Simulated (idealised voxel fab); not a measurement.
process module | voxel trench capacitor
cross-section cut | 170 nm wide | cells 5 nm
A cross-section is a grid of square cells, given in bands from the top down. A band is one or more rows of cells.
Each band's line starts with the height of the band's top and of its bottom, in nm. Then come its materials from left to right, each with its width in nm. One material with "throughout" fills the band from edge to edge. "air" is empty space.
Height 0 is the level under which the wafer as received is all one material. The lowest band goes on downwards, as in "0 down".
A width such as "30 to 40" changes by the same amount from each row of cells to the next, from the band's top row to its bottom row.
"no change" after a step means that no cell of the cross-section changed.
closed voids: empty space of 8 cells or more with no open way to the top, each as width x height at its distance from the left edge, in nm
after a step's settings: what the simulator itself notes on the step
overlay nm, on a step with a mask: how far to the right of its planned place the mask lay; to the left if negative
plan
1 op RECEIVE | material Si
2 op CONFORMAL_DEP | material SiN | thk nm 10
3 op DIRECTIONAL_DEP | material aC | thk nm 15
4 op PATTERN | tone open | mask id TRENCH | material resist | width nm 25 | pitch nm 45 | thk nm 35 | overlay nm 0
5 op DIRECTIONAL_ETCH | etch materials aC | depth nm 15
6 op STRIP | etch materials resist
7 op DIRECTIONAL_ETCH | etch materials SiN | depth nm 10
8 op DIRECTIONAL_ETCH | etch materials Si | depth nm 40
9 op STRIP | etch materials aC
10 op CONFORMAL_DEP | material Al2O3 | thk nm 5
11 op CONFORMAL_DEP | material TiN | thk nm 5
12 op FILL_DEP | material W | thk nm 5
13 op CMP | height nm 10
first wafer, as planned
as received, after step 1
  0 down: Si throughout
  closed voids: none
after step 2
  10 to 0: SiN throughout
  below 0: unchanged
after step 3
  25 to 10: aC throughout
  below 10: unchanged
after step 4
  60 to 25: resist 25 | air 25 | resist 20 | air 25 | resist 20 | air 25 | resist 30
  below 25: unchanged
after step 5
  45 to 25: resist 25 | air 25 | resist 20 | air 25 | resist 20 | air 25 | resist 30
  25 to 10: aC 25 | air 25 | aC 20 | air 25 | aC 20 | air 25 | aC 30
  below 10: unchanged
after step 6
  25 to 10: aC 25 | air 25 | aC 20 | air 25 | aC 20 | air 25 | aC 30
  below 10: unchanged
after step 7
  25 to 10: aC 25 | air 25 | aC 20 | air 25 | aC 20 | air 25 | aC 30
  10 to 0: SiN 25 | air 25 | SiN 20 | air 25 | SiN 20 | air 25 | SiN 30
  below 0: unchanged
after step 8
  25 to 10: aC 25 | air 25 | aC 20 | air 25 | aC 20 | air 25 | aC 30
  10 to 0: SiN 25 | air 25 | SiN 20 | air 25 | SiN 20 | air 25 | SiN 30
  0 to -40: Si 25 | air 25 | Si 20 | air 25 | Si 20 | air 25 | Si 30
  below -40: unchanged
after step 9
  10 to 0: SiN 25 | air 25 | SiN 20 | air 25 | SiN 20 | air 25 | SiN 30
  below 0: unchanged
after step 10
  15 to 10: Al2O3 30 | air 15 | Al2O3 30 | air 15 | Al2O3 30 | air 15 | Al2O3 35
  10 to 0: SiN 25 | Al2O3 5 | air 15 | Al2O3 5 | SiN 20 | Al2O3 5 | air 15 | Al2O3 5 | SiN 20 | Al2O3 5 | air 15 | Al2O3 5 | SiN 30
  0 to -35: Si 25 | Al2O3 5 | air 15 | Al2O3 5 | Si 20 | Al2O3 5 | air 15 | Al2O3 5 | Si 20 | Al2O3 5 | air 15 | Al2O3 5 | Si 30
  -35 to -40: Si 25 | Al2O3 25 | Si 20 | Al2O3 25 | Si 20 | Al2O3 25 | Si 30
  below -40: unchanged
after step 11
  20 to 15: TiN 35 | air 5 | TiN 40 | air 5 | TiN 40 | air 5 | TiN 40
  15 to 10: Al2O3 30 | TiN 5 | air 5 | TiN 5 | Al2O3 30 | TiN 5 | air 5 | TiN 5 | Al2O3 30 | TiN 5 | air 5 | TiN 5 | Al2O3 35
  10 to 0: SiN 25 | Al2O3 5 | TiN 5 | air 5 | TiN 5 | Al2O3 5 | SiN 20 | Al2O3 5 | TiN 5 | air 5 | TiN 5 | Al2O3 5 | SiN 20 | Al2O3 5 | TiN 5 | air 5 | TiN 5 | Al2O3 5 | SiN 30
  0 to -30: Si 25 | Al2O3 5 | TiN 5 | air 5 | TiN 5 | Al2O3 5 | Si 20 | Al2O3 5 | TiN 5 | air 5 | TiN 5 | Al2O3 5 | Si 20 | Al2O3 5 | TiN 5 | air 5 | TiN 5 | Al2O3 5 | Si 30
  -30 to -35: Si 25 | Al2O3 5 | TiN 15 | Al2O3 5 | Si 20 | Al2O3 5 | TiN 15 | Al2O3 5 | Si 20 | Al2O3 5 | TiN 15 | Al2O3 5 | Si 30
  below -35: unchanged
after step 12
  25 to 20: W throughout
  20 to 15: TiN 35 | W 5 | TiN 40 | W 5 | TiN 40 | W 5 | TiN 40
  15 to 10: Al2O3 30 | TiN 5 | W 5 | TiN 5 | Al2O3 30 | TiN 5 | W 5 | TiN 5 | Al2O3 30 | TiN 5 | W 5 | TiN 5 | Al2O3 35
  10 to 0: SiN 25 | Al2O3 5 | TiN 5 | W 5 | TiN 5 | Al2O3 5 | SiN 20 | Al2O3 5 | TiN 5 | W 5 | TiN 5 | Al2O3 5 | SiN 20 | Al2O3 5 | TiN 5 | W 5 | TiN 5 | Al2O3 5 | SiN 30
  0 to -30: Si 25 | Al2O3 5 | TiN 5 | W 5 | TiN 5 | Al2O3 5 | Si 20 | Al2O3 5 | TiN 5 | W 5 | TiN 5 | Al2O3 5 | Si 20 | Al2O3 5 | TiN 5 | W 5 | TiN 5 | Al2O3 5 | Si 30
  below -30: unchanged
after step 13
  10 to 0: SiN 25 | Al2O3 5 | TiN 5 | W 5 | TiN 5 | Al2O3 5 | SiN 20 | Al2O3 5 | TiN 5 | W 5 | TiN 5 | Al2O3 5 | SiN 20 | Al2O3 5 | TiN 5 | W 5 | TiN 5 | Al2O3 5 | SiN 30
  below 0: unchanged
second wafer: like start, like plan, one mistake. Through step 3 it matches the first wafer
when step 4 should have ended
  60 to 25: air 25 | resist 25 | air 20 | resist 25 | air 20 | resist 25 | air 30
  below 25: unchanged
when step 5 should have ended
  45 to 25: air 25 | resist 25 | air 20 | resist 25 | air 20 | resist 25 | air 30
  25 to 10: air 25 | aC 25 | air 20 | aC 25 | air 20 | aC 25 | air 30
  below 10: unchanged
when step 6 should have ended
  25 to 10: air 25 | aC 25 | air 20 | aC 25 | air 20 | aC 25 | air 30
  below 10: unchanged
when step 7 should have ended
  25 to 10: air 25 | aC 25 | air 20 | aC 25 | air 20 | aC 25 | air 30
  10 to 0: air 25 | SiN 25 | air 20 | SiN 25 | air 20 | SiN 25 | air 30
  below 0: unchanged
when step 8 should have ended
  25 to 10: air 25 | aC 25 | air 20 | aC 25 | air 20 | aC 25 | air 30
  10 to 0: air 25 | SiN 25 | air 20 | SiN 25 | air 20 | SiN 25 | air 30
  0 to -40: air 25 | Si 25 | air 20 | Si 25 | air 20 | Si 25 | air 30
  below -40: unchanged
when step 9 should have ended
  10 to 0: air 25 | SiN 25 | air 20 | SiN 25 | air 20 | SiN 25 | air 30
  below 0: unchanged
when step 10 should have ended
  15 to 10: air 20 | Al2O3 35 | air 10 | Al2O3 35 | air 10 | Al2O3 35 | air 25
  10 to 0: air 20 | Al2O3 5 | SiN 25 | Al2O3 5 | air 10 | Al2O3 5 | SiN 25 | Al2O3 5 | air 10 | Al2O3 5 | SiN 25 | Al2O3 5 | air 25
  0 to -35: air 20 | Al2O3 5 | Si 25 | Al2O3 5 | air 10 | Al2O3 5 | Si 25 | Al2O3 5 | air 10 | Al2O3 5 | Si 25 | Al2O3 5 | air 25
  -35 to -40: Al2O3 25 | Si 25 | Al2O3 20 | Si 25 | Al2O3 20 | Si 25 | Al2O3 30
  below -40: unchanged
when step 11 should have ended
  20 to 15: air 15 | TiN 135 | air 20
  15 to 10: air 15 | TiN 5 | Al2O3 35 | TiN 10 | Al2O3 35 | TiN 10 | Al2O3 35 | TiN 5 | air 20
  10 to 0: air 15 | TiN 5 | Al2O3 5 | SiN 25 | Al2O3 5 | TiN 10 | Al2O3 5 | SiN 25 | Al2O3 5 | TiN 10 | Al2O3 5 | SiN 25 | Al2O3 5 | TiN 5 | air 20
  0 to -30: air 15 | TiN 5 | Al2O3 5 | Si 25 | Al2O3 5 | TiN 10 | Al2O3 5 | Si 25 | Al2O3 5 | TiN 10 | Al2O3 5 | Si 25 | Al2O3 5 | TiN 5 | air 20
  -30 to -35: TiN 20 | Al2O3 5 | Si 25 | Al2O3 5 | TiN 10 | Al2O3 5 | Si 25 | Al2O3 5 | TiN 10 | Al2O3 5 | Si 25 | Al2O3 5 | TiN 25
  below -35: unchanged
when step 12 should have ended
  25 to 20: W throughout
  20 to 15: W 15 | TiN 135 | W 20
  15 to 10: W 15 | TiN 5 | Al2O3 35 | TiN 10 | Al2O3 35 | TiN 10 | Al2O3 35 | TiN 5 | W 20
  10 to 0: W 15 | TiN 5 | Al2O3 5 | SiN 25 | Al2O3 5 | TiN 10 | Al2O3 5 | SiN 25 | Al2O3 5 | TiN 10 | Al2O3 5 | SiN 25 | Al2O3 5 | TiN 5 | W 20
  0 to -30: W 15 | TiN 5 | Al2O3 5 | Si 25 | Al2O3 5 | TiN 10 | Al2O3 5 | Si 25 | Al2O3 5 | TiN 10 | Al2O3 5 | Si 25 | Al2O3 5 | TiN 5 | W 20
  below -30: unchanged
when step 13 should have ended
  10 to 0: W 15 | TiN 5 | Al2O3 5 | SiN 25 | Al2O3 5 | TiN 10 | Al2O3 5 | SiN 25 | Al2O3 5 | TiN 10 | Al2O3 5 | SiN 25 | Al2O3 5 | TiN 5 | W 20
  below 0: unchanged
what went wrong: step 4 ran as: op PATTERN | tone cover | mask id TRENCH | material resist | width nm 25 | pitch nm 45 | thk nm 35 | overlay nm 0
at the end the second wafer has, in cells: 4 more of Al2O3 | 32 fewer of Si | 8 fewer of SiN | 4 more of TiN | 32 more of W
